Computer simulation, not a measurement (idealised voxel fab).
voxel self aligned vias: a process module
Square cells of 5 nm make up the cross-section cut, whose width is 290 nm.
In this document a cross-section is written as a grid of square cells. It is given as a series of bands, listed from the top down, and a band is one or more rows of cells.
For a band, the entry starts with two heights in nm, that of the top and then that of the bottom, and carries on with the band's materials in order from left to right, each alongside its width in nm; the word "all across" beside a single material means it fills the band edge to edge, and "blank" means empty space.
For the purposes of this specification, 0 denotes the height below which the wafer in its as-received condition is composed wholly of one material, and the lowermost band, lacking a lower limit, extends downward without end, as expressed in "0 down".
Note: "30..40" means the width goes from the first number (top row of the band) to the second number (bottom row) in equal steps per row of cells.
What does "no modification" mean for a step? It means no cell of the cross-section changed in that step.
Entry "Voids, enclosed". Content: empty spaces with no open connection to the top, size 8 cells or greater. Each: width x height at distance. Distance: from left edge. Unit: nm.
On each step's line, the part that comes after the settings is the simulator's own comment on the step.
overlay nm: how far to the right of its planned place the mask lay on this masked step (negative: to the left).
-- List of planned process steps
1) op RECEIVE | material Si
2) op CONFORMAL_DEP | material SiO2 | thk nm 15
3) op CONFORMAL_DEP | material SiCN | thk nm 5
4) op DIRECTIONAL_DEP | material lowk | thk nm 20
5) op DIRECTIONAL_DEP | material aC | thk nm 15
6) op PATTERN | tone open | mask id LINES | material resist | width nm 30 | pitch nm 75 | thk nm 35 | overlay nm 0
7) op DIRECTIONAL_ETCH | etch materials aC | depth nm 15
8) op STRIP | etch materials resist
9) op DIRECTIONAL_ETCH | etch materials lowk | depth nm 20
10) op STRIP | etch materials aC
11) op CONFORMAL_DEP | material TiN | thk nm 5
12) op FILL_DEP | material W | thk nm 5
13) op CMP | height nm 40
14) op SELECTIVE_ETCH | etch materials W Ru TiN | depth nm 10
15) op FILL_DEP | material SiN | thk nm 5
16) op CMP | height nm 40
17) op DIRECTIONAL_DEP | material lowk | thk nm 15
18) op MASKED_ETCH | tone open | mask id VIAS | width nm 40 | pitch nm 75 | etch materials lowk | depth nm 15 | overlay nm 0
19) op MASKED_ETCH | tone open | mask id VIAS | width nm 50 | pitch nm 75 | etch materials SiN | depth nm 10 | overlay nm 0
20) op CONFORMAL_DEP | material TiN | thk nm 5
21) op FILL_DEP | material Ru | thk nm 10
22) op CMP | height nm 55
23) op CONFORMAL_DEP | material SiCN | thk nm 5
Be aware that, although all wafers share a common starting state, the width nm at step 18 differs among them, and the plan displays the first wafer's value.
-- Cross-section, first of several wafers, as delivered after step 1
    0 down: Si all across
    Voids, enclosed: none
-- First of several wafers, sectioned at end of module (last step: step 23)
    60 to 55: SiCN all across
    55 to 45: 50 of lowk, 5 of TiN, 30 of Ru, 5 of TiN, 35 of lowk, 5 of TiN, 30 of Ru, 5 of TiN, 35 of lowk, 5 of TiN, 30 of Ru, 5 of TiN, 50 of lowk
    45 to 35: 50..55 of lowk, 10..5 of TiN, 20 of Ru, 10..5 of TiN, 35..45 of lowk, 10..5 of TiN, 20 of Ru, 10..5 of TiN, 35..45 of lowk, 10..5 of TiN, 20 of Ru, 10..5 of TiN, 50..55 of lowk
    35 to 30: 55 of lowk, 30 of TiN, 45 of lowk, 30 of TiN, 45 of lowk, 30 of TiN, 55 of lowk
    30 to 25: 55 of lowk, 5 of TiN, 20 of W, 5 of TiN, 45 of lowk, 5 of TiN, 20 of W, 5 of TiN, 45 of lowk, 5 of TiN, 20 of W, 5 of TiN, 55 of lowk
    25 to 20: 55 of lowk, 30 of TiN, 45 of lowk, 30 of TiN, 45 of lowk, 30 of TiN, 55 of lowk
    20 to 15: SiCN all across
    15 to 0: SiO2 all across
    0 down: Si all across
    Voids, enclosed: none
-- Cross-sectional view of the final wafer of several at the module's end
    60 to 55: SiCN all across
    55 to 45: 40 of lowk, 5 of TiN, 50 of Ru, 5 of TiN, 15 of lowk, 5 of TiN, 50 of Ru, 5 of TiN, 15 of lowk, 5 of TiN, 50 of Ru, 5 of TiN, 40 of lowk
    45 to 35: 40..55 of lowk, 20..5 of TiN, 20 of Ru, 20..5 of TiN, 15..45 of lowk, 20..5 of TiN, 20 of Ru, 20..5 of TiN, 15..45 of lowk, 20..5 of TiN, 20 of Ru, 20..5 of TiN, 40..55 of lowk
    35 to 30: 55 of lowk, 30 of TiN, 45 of lowk, 30 of TiN, 45 of lowk, 30 of TiN, 55 of lowk
    30 to 25: 55 of lowk, 5 of TiN, 20 of W, 5 of TiN, 45 of lowk, 5 of TiN, 20 of W, 5 of TiN, 45 of lowk, 5 of TiN, 20 of W, 5 of TiN, 55 of lowk
    25 to 20: 55 of lowk, 30 of TiN, 45 of lowk, 30 of TiN, 45 of lowk, 30 of TiN, 55 of lowk
    20 to 15: SiCN all across
    15 to 0: SiO2 all across
    0 down: Si all across
    Voids, enclosed: none
-- The following table contains a row per wafer, in which are reported, at the conclusion of the module, the cells of each material gained (+) or lost (-) since the wafer's receipt, with its closed voids given thereafter
width nm 40 | +60 Ru | +116 SiCN | +174 SiO2 | +72 TiN | +12 W | +262 lowk | Voids, enclosed: none
width nm 45 | +66 Ru | +116 SiCN | +174 SiO2 | +75 TiN | +12 W | +253 lowk | Voids, enclosed: none
width nm 50 | +72 Ru | +116 SiCN | +174 SiO2 | +78 TiN | +12 W | +244 lowk | Voids, enclosed: none
width nm 55 | +78 Ru | +116 SiCN | +174 SiO2 | +81 TiN | +12 W | +235 lowk | Voids, enclosed: none
width nm 60 | +84 Ru | +116 SiCN | +174 SiO2 | +84 TiN | +12 W | +226 lowk | Voids, enclosed: none
